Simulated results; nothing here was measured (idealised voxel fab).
Process module under the name voxel transistor to metal
165 nm wide, 5 nm square cells: that's cross-section cut.
A cross-section in this document is a grid of square cells, and it is written down as bands, the top band listed before the ones below it; a band is made up of one or more rows of cells. Top height, bottom height, nm. Materials left to right, width each, nm. Single material + "edge to edge" = fills band edge to edge. "empty" = empty. It should be noted that heights are counted from 0, beneath which the wafer as supplied is of one material throughout, and that the lowest band possesses no lower boundary but continues downward, as written in "z 0 and below". Width spec "30..40" -> top row of cells at first value, bottom row at second value, equal per-row change in between. Step marked "no alterations made"? Then no cell in the cross-section changed in it. The entry titled "Voids, fully enclosed" provides the empty spaces that have no open way to the top, restricted to those of 8 cells or more. Each is presented as width x height at distance, the distance being measured from the left edge, with all three in nm. Step line, after settings: the simulator's comment on this step. overlay nm: where the mask lay relative to plan, measured to the right, on steps with a mask; negatives go left.
### Planned process steps
1: RECEIVE (material Si)
2: CONFORMAL_DEP (material SiO2; thk nm 5)
3: CONFORMAL_DEP (material SiN; thk nm 15)
4: MASKED_ETCH (tone cover; mask id ACTIVE; width nm 105; etch materials SiN; depth nm 15; overlay nm 0)
5: MASKED_ETCH (tone cover; mask id ACTIVE; width nm 105; etch materials SiO2; depth nm 5; overlay nm 0)
6: MASKED_ETCH (tone cover; mask id ACTIVE; width nm 105; etch materials Si; depth nm 25; overlay nm 0)
7: FILL_DEP (material SiO2; thk nm 15)
8: CMP (height nm 20)
9: SELECTIVE_ETCH (etch materials SiO2; depth nm 10)
10: STRIP (etch materials SiN)
11: SELECTIVE_ETCH (etch materials SiO2; depth nm 5)
12: OXIDIZE (depth nm 5)
13: DIRECTIONAL_DEP (material polySi; thk nm 20)
14: DIRECTIONAL_DEP (material SiCN; thk nm 15)
15: DIRECTIONAL_DEP (material aC; thk nm 10)
16: PATTERN (tone cover; mask id GATE; material resist; width nm 35; thk nm 25; overlay nm 0)
17: DIRECTIONAL_ETCH (etch materials aC; depth nm 10)
18: STRIP (etch materials resist)
19: DIRECTIONAL_ETCH (etch materials SiCN; depth nm 25)
20: DIRECTIONAL_ETCH (etch materials polySi; depth nm 30)
21: STRIP (etch materials aC)
22: CONFORMAL_DEP (material SiO2; thk nm 5)
23: DIRECTIONAL_ETCH (etch materials SiO2; depth nm 5)
24: CONFORMAL_DEP (material SiN; thk nm 10)
25: DIRECTIONAL_ETCH (etch materials SiN; depth nm 10)
26: DIRECTIONAL_ETCH (etch materials SiO2; depth nm 5)
27: DIRECTIONAL_ETCH (etch materials Si; depth nm 5)
28: EPI (material nSi; thk nm 10)
29: FILL_DEP (material SiO2; thk nm 10)
30: CMP (height nm 20)
31: STRIP (etch materials polySi)
32: SELECTIVE_ETCH (etch materials SiO2; depth nm 5)
33: CONFORMAL_DEP (material HfO2; thk nm 5)
34: CONFORMAL_DEP (material TiN; thk nm 5)
35: FILL_DEP (material W; thk nm 10)
36: CMP (height nm 15)
37: DIRECTIONAL_DEP (material SiO2; thk nm 10)
38: MASKED_ETCH (tone open; mask id CONTACT; width nm 15; pitch nm 80; etch materials SiO2; depth nm 20; overlay nm 0)
39: CONFORMAL_DEP (material TiN; thk nm 5)
40: FILL_DEP (material W; thk nm 5)
41: CMP (height nm 25)
42: CONFORMAL_DEP (material SiCN; thk nm 5)
43: DIRECTIONAL_DEP (material SiO2; thk nm 20)
44: DIRECTIONAL_DEP (material aC; thk nm 10)
45: PATTERN (tone open; mask id METAL_1; material resist; width nm 15; pitch nm 80; thk nm 25; overlay nm 0)
46: DIRECTIONAL_ETCH (etch materials aC; depth nm 10)
47: STRIP (etch materials resist)
48: DIRECTIONAL_ETCH (etch materials SiO2; depth nm 20)
49: DIRECTIONAL_ETCH (etch materials SiCN; depth nm 5)
50: STRIP (etch materials aC)
51: CONFORMAL_DEP (material TiN; thk nm 5)
52: FILL_DEP (material Cu; thk nm 10)
53: CMP (height nm 50)
54: CONFORMAL_DEP (material SiCN; thk nm 5)
55: DIRECTIONAL_DEP (material lowk; thk nm 25)
56: MASKED_ETCH (tone open; mask id METAL_2; width nm 15; pitch nm 80; etch materials lowk; depth nm 15; overlay nm 0)
57: MASKED_ETCH (tone open; mask id METAL_2_HOLES; width nm 15; pitch nm 80; etch materials lowk; depth nm 10; overlay nm 0)
58: MASKED_ETCH (tone open; mask id METAL_2_HOLES; width nm 15; pitch nm 80; etch materials SiCN; depth nm 5; overlay nm 0)
59: CONFORMAL_DEP (material TiN; thk nm 5)
60: FILL_DEP (material Ru; thk nm 5)
61: CMP (height nm 80)
62: CONFORMAL_DEP (material SiCN; thk nm 5)
### The first wafer of two, processed as planned
### Cross-section of the incoming wafer, state after step 1
- z 0 and below  Si edge to edge
- Voids, fully enclosed: none
### Wafer section view after processing step 2
- z 5 to 0  SiO2 edge to edge
- Below 0 it's all the same as before, nothing changed down there.
### Wafer section view after processing step 3
- z 20 to 5  SiN edge to edge
- Below 5 it's all the same as before, nothing changed down there.
### Wafer section view after processing step 4
- z 20 to 5  empty=30 | SiN=105 | empty=30
- Below 5 it's all the same as before, nothing changed down there.
### Wafer section view after processing step 5
- z 20 to 5  empty=30 | SiN=105 | empty=30
- z 5 to 0  empty=30 | SiO2=105 | empty=30
- Below 0 it's all the same as before, nothing changed down there.
### Wafer section view after processing step 6
- z 20 to 5  empty=30 | SiN=105 | empty=30
- z 5 to 0  empty=30 | SiO2=105 | empty=30
- z 0 to -25  empty=30 | Si=105 | empty=30
- Below -25 it's all the same as before, nothing changed down there.
### Wafer section view after processing step 7
- z 35 to 20  SiO2 edge to edge
- z 20 to 5  SiO2=30 | SiN=105 | SiO2=30
- z 5 to 0  SiO2 edge to edge
- z 0 to -25  SiO2=30 | Si=105 | SiO2=30
- Below -25 it's all the same as before, nothing changed down there.
### Wafer section view after processing step 8
- z 20 to 5  SiO2=30 | SiN=105 | SiO2=30
- Below 5 it's all the same as before, nothing changed down there.
### Wafer section view after processing step 9
- z 20 to 10  empty=30 | SiN=105 | empty=30
- Below 10 it's all the same as before, nothing changed down there.
### Wafer section view after processing step 10
- z 10 to 5  SiO2=30 | empty=105 | SiO2=30
- Below 5 it's all the same as before, nothing changed down there.
### Wafer section view after processing step 11
- z 5 to 0  SiO2=25 | empty=115 | SiO2=25
- Below 0 it's all the same as before, nothing changed down there.
### Wafer section view after processing step 12
- z 5 to 0  SiO2=25 | empty=115 | SiO2=25
- z 0 to -5  SiO2 edge to edge
- Below -5 it's all the same as before, nothing changed down there.
### Wafer section view after processing step 13
- z 25 to 20  polySi=25 | empty=115 | polySi=25
- z 20 to 5  polySi edge to edge
- z 5 to 0  SiO2=25 | polySi=115 | SiO2=25
- Below 0 it's all the same as before, nothing changed down there.
### Wafer section view after processing step 14
- z 40 to 35  SiCN=25 | empty=115 | SiCN=25
- z 35 to 25  SiCN edge to edge
- z 25 to 20  polySi=25 | SiCN=115 | polySi=25
- Below 20 it's all the same as before, nothing changed down there.
### Wafer section view after processing step 15
- z 50 to 45  aC=25 | empty=115 | aC=25
- z 45 to 40  aC edge to edge
- z 40 to 35  SiCN=25 | aC=115 | SiCN=25
- Below 35 it's all the same as before, nothing changed down there.
### Wafer section view after processing step 16
- z 75 to 50  empty=65 | resist=35 | empty=65
- z 50 to 45  aC=25 | empty=40 | resist=35 | empty=40 | aC=25
- Below 45 it's all the same as before, nothing changed down there.
### Wafer section view after processing step 17
- z 65 to 45  empty=65 | resist=35 | empty=65
- z 45 to 40  empty=65 | aC=35 | empty=65
- z 40 to 35  SiCN=25 | empty=40 | aC=35 | empty=40 | SiCN=25
- Below 35 it's all the same as before, nothing changed down there.
### Wafer section view after processing step 18
- z 45 to 40  empty=65 | aC=35 | empty=65
- Below 40 it's all the same as before, nothing changed down there.
### Wafer section view after processing step 19
- z 45 to 35  empty=65 | aC=35 | empty=65
- z 35 to 25  empty=65 | SiCN=35 | empty=65
- z 25 to 20  polySi=25 | empty=40 | SiCN=35 | empty=40 | polySi=25
- Below 20 it's all the same as before, nothing changed down there.
### Wafer section view after processing step 20
- z 45 to 35  empty=65 | aC=35 | empty=65
- z 35 to 20  empty=65 | SiCN=35 | empty=65
- z 20 to 5  empty=65 | polySi=35 | empty=65
- z 5 to 0  SiO2=25 | empty=40 | polySi=35 | empty=40 | SiO2=25
- Below 0 it's all the same as before, nothing changed down there.
### Wafer section view after processing step 21
- z 35 to 20  empty=65 | SiCN=35 | empty=65
- Below 20 it's all the same as before, nothing changed down there.
### Wafer section view after processing step 22
- z 40 to 35  empty=60 | SiO2=45 | empty=60
- z 35 to 20  empty=60 | SiO2=5 | SiCN=35 | SiO2=5 | empty=60
- z 20 to 10  empty=60 | SiO2=5 | polySi=35 | SiO2=5 | empty=60
- z 10 to 5  SiO2=30 | empty=30 | SiO2=5 | polySi=35 | SiO2=5 | empty=30 | SiO2=30
- z 5 to 0  SiO2=65 | polySi=35 | SiO2=65
- Below 0 it's all the same as before, nothing changed down there.
### Wafer section view after processing step 23
- z 35 to 20  empty=60 | SiO2=5 | SiCN=35 | SiO2=5 | empty=60
- z 20 to 5  empty=60 | SiO2=5 | polySi=35 | SiO2=5 | empty=60
- z 5 to 0  SiO2=30 | empty=30 | SiO2=5 | polySi=35 | SiO2=5 | empty=30 | SiO2=30
- Below 0 it's all the same as before, nothing changed down there.
### Wafer section view after processing step 24
- z 45 to 35  empty=50 | SiN=65 | empty=50
- z 35 to 20  empty=50 | SiN=10 | SiO2=5 | SiCN=35 | SiO2=5 | SiN=10 | empty=50
- z 20 to 15  empty=50 | SiN=10 | SiO2=5 | polySi=35 | SiO2=5 | SiN=10 | empty=50
- z 15 to 10  SiN=40 | empty=10 | SiN=10 | SiO2=5 | polySi=35 | SiO2=5 | SiN=10 | empty=10 | SiN=40
- z 10 to 5  SiN=60 | SiO2=5 | polySi=35 | SiO2=5 | SiN=60
- z 5 to 0  SiO2=30 | SiN=30 | SiO2=5 | polySi=35 | SiO2=5 | SiN=30 | SiO2=30
- Below 0 it's all the same as before, nothing changed down there.
### Wafer section view after processing step 25
- z 35 to 20  empty=50 | SiN=10 | SiO2=5 | SiCN=35 | SiO2=5 | SiN=10 | empty=50
- z 20 to 5  empty=50 | SiN=10 | SiO2=5 | polySi=35 | SiO2=5 | SiN=10 | empty=50
- z 5 to 0  SiO2=30 | SiN=10 | empty=10 | SiN=10 | SiO2=5 | polySi=35 | SiO2=5 | SiN=10 | empty=10 | SiN=10 | SiO2=30
- Below 0 it's all the same as before, nothing changed down there.
### Wafer section view after processing step 26
- z 35 to 30  empty=50 | SiN=10 | empty=5 | SiCN=35 | empty=5 | SiN=10 | empty=50
- z 30 to 20  empty=50 | SiN=10 | SiO2=5 | SiCN=35 | SiO2=5 | SiN=10 | empty=50
- z 20 to 5  empty=50 | SiN=10 | SiO2=5 | polySi=35 | SiO2=5 | SiN=10 | empty=50
- z 5 to 0  empty=30 | SiN=10 | empty=10 | SiN=10 | SiO2=5 | polySi=35 | SiO2=5 | SiN=10 | empty=10 | SiN=10 | empty=30
- z 0 to -5  SiO2=40 | empty=10 | SiO2=65 | empty=10 | SiO2=40
- Below -5 it's all the same as before, nothing changed down there.
### Wafer section view after processing step 27
- z 35 to 30  empty=50 | SiN=10 | empty=5 | SiCN=35 | empty=5 | SiN=10 | empty=50
- z 30 to 20  empty=50 | SiN=10 | SiO2=5 | SiCN=35 | SiO2=5 | SiN=10 | empty=50
- z 20 to 5  empty=50 | SiN=10 | SiO2=5 | polySi=35 | SiO2=5 | SiN=10 | empty=50
- z 5 to 0  empty=30 | SiN=10 | empty=10 | SiN=10 | SiO2=5 | polySi=35 | SiO2=5 | SiN=10 | empty=10 | SiN=10 | empty=30
- z 0 to -5  SiO2=40 | empty=10 | SiO2=65 | empty=10 | SiO2=40
- z -5 to -10  SiO2=30 | Si=10 | empty=10 | Si=65 | empty=10 | Si=10 | SiO2=30
- Below -10 it's all the same as before, nothing changed down there.
### Wafer section view after processing step 28
- z 35 to 30  empty=50 | SiN=10 | empty=5 | SiCN=35 | empty=5 | SiN=10 | empty=50
- z 30 to 20  empty=50 | SiN=10 | SiO2=5 | SiCN=35 | SiO2=5 | SiN=10 | empty=50
- z 20 to 5  empty=50 | SiN=10 | SiO2=5 | polySi=35 | SiO2=5 | SiN=10 | empty=50
- z 5 to 0  empty=30 | SiN=10 | nSi=10 | SiN=10 | SiO2=5 | polySi=35 | SiO2=5 | SiN=10 | nSi=10 | SiN=10 | empty=30
- z 0 to -5  SiO2=40 | nSi=10 | SiO2=65 | nSi=10 | SiO2=40
- z -5 to -10  SiO2=30 | Si=10 | nSi=10 | Si=65 | nSi=10 | Si=10 | SiO2=30
- Below -10 it's all the same as before, nothing changed down there.
### Wafer section view after processing step 29
- z 45 to 35  SiO2 edge to edge
- z 35 to 20  SiO2=50 | SiN=10 | SiO2=5 | SiCN=35 | SiO2=5 | SiN=10 | SiO2=50
- z 20 to 5  SiO2=50 | SiN=10 | SiO2=5 | polySi=35 | SiO2=5 | SiN=10 | SiO2=50
- z 5 to 0  SiO2=30 | SiN=10 | nSi=10 | SiN=10 | SiO2=5 | polySi=35 | SiO2=5 | SiN=10 | nSi=10 | SiN=10 | SiO2=30
- Below 0 it's all the same as before, nothing changed down there.
### Wafer section view after processing step 30
- z 20 to 5  SiO2=50 | SiN=10 | SiO2=5 | polySi=35 | SiO2=5 | SiN=10 | SiO2=50
- Below 5 it's all the same as before, nothing changed down there.
### Wafer section view after processing step 31
- z 20 to 5  SiO2=50 | SiN=10 | SiO2=5 | empty=35 | SiO2=5 | SiN=10 | SiO2=50
- z 5 to 0  SiO2=30 | SiN=10 | nSi=10 | SiN=10 | SiO2=5 | empty=35 | SiO2=5 | SiN=10 | nSi=10 | SiN=10 | SiO2=30
- Below 0 it's all the same as before, nothing changed down there.
### Wafer section view after processing step 32
- z 20 to 15  empty=50 | SiN=10 | empty=45 | SiN=10 | empty=50
- z 15 to 5  SiO2=50 | SiN=10 | empty=45 | SiN=10 | SiO2=50
- z 5 to 0  SiO2=30 | SiN=10 | nSi=10 | SiN=10 | empty=45 | SiN=10 | nSi=10 | SiN=10 | SiO2=30
- z 0 to -5  SiO2=40 | nSi=10 | SiO2=10 | empty=45 | SiO2=10 | nSi=10 | SiO2=40
- Below -5 it's all the same as before, nothing changed down there.
### Wafer section view after processing step 33
- z 25 to 20  empty=45 | HfO2=20 | empty=35 | HfO2=20 | empty=45
- z 20 to 15  HfO2=50 | SiN=10 | HfO2=5 | empty=35 | HfO2=5 | SiN=10 | HfO2=50
- z 15 to 5  SiO2=50 | SiN=10 | HfO2=5 | empty=35 | HfO2=5 | SiN=10 | SiO2=50
- z 5 to 0  SiO2=30 | SiN=10 | nSi=10 | SiN=10 | HfO2=5 | empty=35 | HfO2=5 | SiN=10 | nSi=10 | SiN=10 | SiO2=30
- z 0 to -5  SiO2=40 | nSi=10 | SiO2=10 | HfO2=45 | SiO2=10 | nSi=10 | SiO2=40
- Below -5 it's all the same as before, nothing changed down there.
### Wafer section view after processing step 34
- z 30 to 25  empty=40 | TiN=30 | empty=25 | TiN=30 | empty=40
- z 25 to 20  TiN=45 | HfO2=20 | TiN=5 | empty=25 | TiN=5 | HfO2=20 | TiN=45
- z 20 to 15  HfO2=50 | SiN=10 | HfO2=5 | TiN=5 | empty=25 | TiN=5 | HfO2=5 | SiN=10 | HfO2=50
- z 15 to 5  SiO2=50 | SiN=10 | HfO2=5 | TiN=5 | empty=25 | TiN=5 | HfO2=5 | SiN=10 | SiO2=50
- z 5 to 0  SiO2=30 | SiN=10 | nSi=10 | SiN=10 | HfO2=5 | TiN=35 | HfO2=5 | SiN=10 | nSi=10 | SiN=10 | SiO2=30
- Below 0 it's all the same as before, nothing changed down there.
### Wafer section view after processing step 35
- z 40 to 30  W edge to edge
- z 30 to 25  W=40 | TiN=30 | W=25 | TiN=30 | W=40
- z 25 to 20  TiN=45 | HfO2=20 | TiN=5 | W=25 | TiN=5 | HfO2=20 | TiN=45
- z 20 to 15  HfO2=50 | SiN=10 | HfO2=5 | TiN=5 | W=25 | TiN=5 | HfO2=5 | SiN=10 | HfO2=50
- z 15 to 5  SiO2=50 | SiN=10 | HfO2=5 | TiN=5 | W=25 | TiN=5 | HfO2=5 | SiN=10 | SiO2=50
- Below 5 it's all the same as before, nothing changed down there.
### Wafer section view after processing step 36
- z 15 to 5  SiO2=50 | SiN=10 | HfO2=5 | TiN=5 | W=25 | TiN=5 | HfO2=5 | SiN=10 | SiO2=50
- Below 5 it's all the same as before, nothing changed down there.
### Wafer section view after processing step 37
- z 25 to 15  SiO2 edge to edge
- Below 15 it's all the same as before, nothing changed down there.
### Wafer section view after processing step 38
- z 25 to 15  SiO2=35 | empty=15 | SiO2=65 | empty=15 | SiO2=35
- z 15 to 5  SiO2=35 | empty=15 | SiN=10 | HfO2=5 | TiN=5 | W=25 | TiN=5 | HfO2=5 | SiN=10 | empty=15 | SiO2=35
- Below 5 it's all the same as before, nothing changed down there.
### Wafer section view after processing step 39
- z 30 to 25  TiN=40 | empty=5 | TiN=75 | empty=5 | TiN=40
- z 25 to 15  SiO2=35 | TiN=5 | empty=5 | TiN=5 | SiO2=65 | TiN=5 | empty=5 | TiN=5 | SiO2=35
- z 15 to 10  SiO2=35 | TiN=5 | empty=5 | TiN=5 | SiN=10 | HfO2=5 | TiN=5 | W=25 | TiN=5 | HfO2=5 | SiN=10 | TiN=5 | empty=5 | TiN=5 | SiO2=35
- z 10 to 5  SiO2=35 | TiN=15 | SiN=10 | HfO2=5 | TiN=5 | W=25 | TiN=5 | HfO2=5 | SiN=10 | TiN=15 | SiO2=35
- Below 5 it's all the same as before, nothing changed down there.
### Wafer section view after processing step 40
- z 35 to 30  W edge to edge
- z 30 to 25  TiN=40 | W=5 | TiN=75 | W=5 | TiN=40
- z 25 to 15  SiO2=35 | TiN=5 | W=5 | TiN=5 | SiO2=65 | TiN=5 | W=5 | TiN=5 | SiO2=35
- z 15 to 10  SiO2=35 | TiN=5 | W=5 | TiN=5 | SiN=10 | HfO2=5 | TiN=5 | W=25 | TiN=5 | HfO2=5 | SiN=10 | TiN=5 | W=5 | TiN=5 | SiO2=35
- Below 10 it's all the same as before, nothing changed down there.
### Wafer section view after processing step 41
- z 25 to 15  SiO2=35 | TiN=5 | W=5 | TiN=5 | SiO2=65 | TiN=5 | W=5 | TiN=5 | SiO2=35
- Below 15 it's all the same as before, nothing changed down there.
### Wafer section view after processing step 42
- z 30 to 25  SiCN edge to edge
- Below 25 it's all the same as before, nothing changed down there.
### Wafer section view after processing step 43
- z 50 to 30  SiO2 edge to edge
- Below 30 it's all the same as before, nothing changed down there.
### Wafer section view after processing step 44
- z 60 to 50  aC edge to edge
- Below 50 it's all the same as before, nothing changed down there.
### Wafer section view after processing step 45
- z 85 to 60  resist=35 | empty=15 | resist=65 | empty=15 | resist=35
- Below 60 it's all the same as before, nothing changed down there.
### Wafer section view after processing step 46
- z 75 to 60  resist=35 | empty=15 | resist=65 | empty=15 | resist=35
- z 60 to 50  aC=35 | empty=15 | aC=65 | empty=15 | aC=35
- Below 50 it's all the same as before, nothing changed down there.
### Wafer section view after processing step 47
- z 60 to 50  aC=35 | empty=15 | aC=65 | empty=15 | aC=35
- Below 50 it's all the same as before, nothing changed down there.
### Wafer section view after processing step 48
- z 60 to 50  aC=35 | empty=15 | aC=65 | empty=15 | aC=35
- z 50 to 30  SiO2=35 | empty=15 | SiO2=65 | empty=15 | SiO2=35
- Below 30 it's all the same as before, nothing changed down there.
### Wafer section view after processing step 49
- z 60 to 50  aC=35 | empty=15 | aC=65 | empty=15 | aC=35
- z 50 to 30  SiO2=35 | empty=15 | SiO2=65 | empty=15 | SiO2=35
- z 30 to 25  SiCN=35 | empty=15 | SiCN=65 | empty=15 | SiCN=35
- Below 25 it's all the same as before, nothing changed down there.
### Wafer section view after processing step 50
- z 50 to 30  SiO2=35 | empty=15 | SiO2=65 | empty=15 | SiO2=35
- Below 30 it's all the same as before, nothing changed down there.
### Wafer section view after processing step 51
- z 55 to 50  TiN=40 | empty=5 | TiN=75 | empty=5 | TiN=40
- z 50 to 30  SiO2=35 | TiN=5 | empty=5 | TiN=5 | SiO2=65 | TiN=5 | empty=5 | TiN=5 | SiO2=35
- z 30 to 25  SiCN=35 | TiN=15 | SiCN=65 | TiN=15 | SiCN=35
- Below 25 it's all the same as before, nothing changed down there.
### Wafer section view after processing step 52
- z 65 to 55  Cu edge to edge
- z 55 to 50  TiN=40 | Cu=5 | TiN=75 | Cu=5 | TiN=40
- z 50 to 30  SiO2=35 | TiN=5 | Cu=5 | TiN=5 | SiO2=65 | TiN=5 | Cu=5 | TiN=5 | SiO2=35
- Below 30 it's all the same as before, nothing changed down there.
### Wafer section view after processing step 53
- z 50 to 30  SiO2=35 | TiN=5 | Cu=5 | TiN=5 | SiO2=65 | TiN=5 | Cu=5 | TiN=5 | SiO2=35
- Below 30 it's all the same as before, nothing changed down there.
### Wafer section view after processing step 54
- z 55 to 50  SiCN edge to edge
- Below 50 it's all the same as before, nothing changed down there.
### Wafer section view after processing step 55
- z 80 to 55  lowk edge to edge
- Below 55 it's all the same as before, nothing changed down there.
### Wafer section view after processing step 56
- z 80 to 65  lowk=35 | empty=15 | lowk=65 | empty=15 | lowk=35
- Below 65 it's all the same as before, nothing changed down there.
### Wafer section view after processing step 57
- z 80 to 55  lowk=35 | empty=15 | lowk=65 | empty=15 | lowk=35
- Below 55 it's all the same as before, nothing changed down there.
### Wafer section view after processing step 58
- z 80 to 55  lowk=35 | empty=15 | lowk=65 | empty=15 | lowk=35
- z 55 to 50  SiCN=35 | empty=15 | SiCN=65 | empty=15 | SiCN=35
- Below 50 it's all the same as before, nothing changed down there.
### Wafer section view after processing step 59
- z 85 to 80  TiN=40 | empty=5 | TiN=75 | empty=5 | TiN=40
- z 80 to 55  lowk=35 | TiN=5 | empty=5 | TiN=5 | lowk=65 | TiN=5 | empty=5 | TiN=5 | lowk=35
- z 55 to 50  SiCN=35 | TiN=15 | SiCN=65 | TiN=15 | SiCN=35
- Below 50 it's all the same as before, nothing changed down there.
### Wafer section view after processing step 60
- z 90 to 85  Ru edge to edge
- z 85 to 80  TiN=40 | Ru=5 | TiN=75 | Ru=5 | TiN=40
- z 80 to 55  lowk=35 | TiN=5 | Ru=5 | TiN=5 | lowk=65 | TiN=5 | Ru=5 | TiN=5 | lowk=35
- Below 55 it's all the same as before, nothing changed down there.
### Wafer section view after processing step 61
- z 80 to 55  lowk=35 | TiN=5 | Ru=5 | TiN=5 | lowk=65 | TiN=5 | Ru=5 | TiN=5 | lowk=35
- Below 55 it's all the same as before, nothing changed down there.
### Wafer section view after processing step 62
- z 85 to 80  SiCN edge to edge
- Below 80 it's all the same as before, nothing changed down there.
### Wafer two. Identical start, identical plan. One mistake in execution. Identical history through step 52
Cross-section: second wafer, time at which step 53 was scheduled to end: no alterations made
### Cross-section: second wafer, time at which step 54 was scheduled to end
- z 70 to 65  SiCN edge to edge
- Below 65 it's all the same as before, nothing changed down there.
### Cross-section: second wafer, time at which step 55 was scheduled to end
- z 95 to 70  lowk edge to edge
- Below 70 it's all the same as before, nothing changed down there.
### Cross-section: second wafer, time at which step 56 was scheduled to end
- z 95 to 80  lowk=35 | empty=15 | lowk=65 | empty=15 | lowk=35
- Below 80 it's all the same as before, nothing changed down there.
### Cross-section: second wafer, time at which step 57 was scheduled to end
- z 95 to 70  lowk=35 | empty=15 | lowk=65 | empty=15 | lowk=35
- Below 70 it's all the same as before, nothing changed down there.
### Cross-section: second wafer, time at which step 58 was scheduled to end
- z 95 to 70  lowk=35 | empty=15 | lowk=65 | empty=15 | lowk=35
- z 70 to 65  SiCN=35 | empty=15 | SiCN=65 | empty=15 | SiCN=35
- Below 65 it's all the same as before, nothing changed down there.
### Cross-section: second wafer, time at which step 59 was scheduled to end
- z 100 to 95  TiN=40 | empty=5 | TiN=75 | empty=5 | TiN=40
- z 95 to 70  lowk=35 | TiN=5 | empty=5 | TiN=5 | lowk=65 | TiN=5 | empty=5 | TiN=5 | lowk=35
- z 70 to 65  SiCN=35 | TiN=15 | SiCN=65 | TiN=15 | SiCN=35
- Below 65 it's all the same as before, nothing changed down there.
### Cross-section: second wafer, time at which step 60 was scheduled to end
- z 105 to 100  Ru edge to edge
- z 100 to 95  TiN=40 | Ru=5 | TiN=75 | Ru=5 | TiN=40
- z 95 to 70  lowk=35 | TiN=5 | Ru=5 | TiN=5 | lowk=65 | TiN=5 | Ru=5 | TiN=5 | lowk=35
- Below 70 it's all the same as before, nothing changed down there.
### Cross-section: second wafer, time at which step 61 was scheduled to end
- z 80 to 70  lowk=35 | TiN=5 | Ru=5 | TiN=5 | lowk=65 | TiN=5 | Ru=5 | TiN=5 | lowk=35
- Below 70 it's all the same as before, nothing changed down there.
### Cross-section: second wafer, time at which step 62 was scheduled to end
- z 85 to 80  SiCN edge to edge
- Below 80 it's all the same as before, nothing changed down there.
So what did we get wrong on this run? step 53 of the plan did not run at all; it was left out
It is noted that, at the conclusion of processing, the second wafer exhibits a higher or lower cell count for certain materials relative to the first: +68 Cu | -6 Ru | +19 TiN | -81 lowk
